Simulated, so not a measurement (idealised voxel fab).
Process module, titled voxel tone inversion
Displayed cross-section: cut, width of 150 nm, square cells sized 5 nm.
Format of a cross-section: grid, square cells. Given as bands. Order: top down. Band: one or more rows of cells.
Top, bottom (nm), then materials left to right with widths (nm); lone material tagged "full width" fills the whole band edge to edge; "air" = empty space.
The level at which height equals 0 is the one under which the wafer, as it arrives, is entirely one material. No lower edge exists for the bottom band, which continues downward and is notated as in "top 0, no bottom".
Note: "30 to 40" means the width goes from the first number (top row of the band) to the second number (bottom row) in equal steps per row of cells.
Key: "nothing was modified" - step with no changed cell in the cross-section.
What "Trapped void list" gives you is every empty space of 8 cells or more that is cut off from the top. Each appears as width x height at distance, with the distance taken from the left edge and width, height and distance all in nm.
Anything after a step's settings on that line? It's the simulator's own note about the step.
overlay nm: on a step with a mask, how far right of its planned place the mask lay; negative means left.

-- Steps planned for the process
1,RECEIVE: material Si
2,CONFORMAL_DEP: material SiN, thk nm 5
3,DIRECTIONAL_DEP: material aC, thk nm 15
4,PATTERN: tone cover, mask id POSTS, material resist, width nm 25, pitch nm 40, thk nm 25, overlay nm 0
5,DIRECTIONAL_ETCH: etch materials aC, depth nm 15
6,STRIP: etch materials resist
7,FILL_DEP: material SiO2, thk nm 10
8,CMP: height nm 20
9,STRIP: etch materials aC

-- Shown in cross-section is the wafer as received, that is, as it stands after step 1
* top 0, no bottom: Si full width
* Trapped void list: none

-- The module was run from the start shown above using the plan shown above, but one mistake was made doing it; the resulting wafer cross-section is below
* top 20, bottom 5: 40 air  25 SiO2  15 air  25 SiO2  45 air
* top 5, bottom 0: SiN full width
* top 0, no bottom: Si full width
* Trapped void list: none
Where did the run depart from the plan? step 4 was not run as planned; what actually ran was PATTERN: tone open, mask id POSTS, material resist, width nm 25, pitch nm 40, thk nm 25, overlay nm 0
